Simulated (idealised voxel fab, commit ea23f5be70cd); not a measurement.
The document below concerns the process module designated voxel plated lines.
285 nm wide, 5 nm square cells: that's cross-section cut.
A cross-section in this document is a grid of square cells, and it is written down as bands, the top band listed before the ones below it; a band is made up of one or more rows of cells.
A band entry consists of two parts. The first gives the height of the band's top and the height of its bottom, in nm. The rest lists the band's materials from left to right, each with its width in nm. A single material labelled with the word "throughout" fills the band from edge to edge, and the word "air" marks empty space.
Height is counted from the level 0, under which the received wafer is composed throughout of one material. The lowest of the bands is not closed at the bottom but continues downward, in the notation "top 0, no bottom".
A width given as "30 to 40" starts at the first number in the band's top row and ends at the second number in its bottom row, shifting by an equal amount at every step from row to row.
You'll sometimes find "nothing altered" written for a step, and that's the way of saying that nowhere in the cross-section did a cell change during that step.
"Non-vented voids": sealed empty spaces, 8 cells or more, no open way to top, listed width x height at distance, with distance from the left edge and width, height and distance in nm.
Step line, after settings: the simulator's comment on this step.
overlay nm: step with mask; distance mask lay right of planned place; negative value = left of planned place.
**Planned process steps**
step 1: op RECEIVE | material Si
step 2: op CONFORMAL_DEP | material SiN | thk nm 10
step 3: op DIRECTIONAL_DEP | material TiN | thk nm 5
step 4: op PATTERN | tone open | mask id LINES | material resist | width nm 30 | pitch nm 60 | thk nm 15 | overlay nm -15
step 5: op EPI | material Ru | thk nm 10
step 6: op STRIP | etch materials resist
step 7: op DIRECTIONAL_ETCH | etch materials TiN | depth nm 5
step 8: op CONFORMAL_DEP | material SiN | thk nm 10
Heads up: all these wafers start the same, and what changes between them is the overlay nm in step 4. The value you see in the plan is just what the first wafer got.
**first wafer as received, after step 1**
    top 0, no bottom = Si throughout
    Non-vented voids: none
**Rows = wafers. At module end, each row lists per material the cells gained (+) or lost (-) since the wafer was received, then the closed voids**
overlay nm -15, +24 Ru, +252 SiN, +12 TiN, Non-vented voids: none
overlay nm -10, +24 Ru, +252 SiN, +12 TiN, Non-vented voids: none
overlay nm -5, +24 Ru, +252 SiN, +12 TiN, Non-vented voids: none
overlay nm 0, +24 Ru, +252 SiN, +12 TiN, Non-vented voids: none
overlay nm 5, +24 Ru, +252 SiN, +12 TiN, Non-vented voids: none
overlay nm 10, +24 Ru, +252 SiN, +12 TiN, Non-vented voids: none
overlay nm 15, +24 Ru, +252 SiN, +12 TiN, Non-vented voids: none
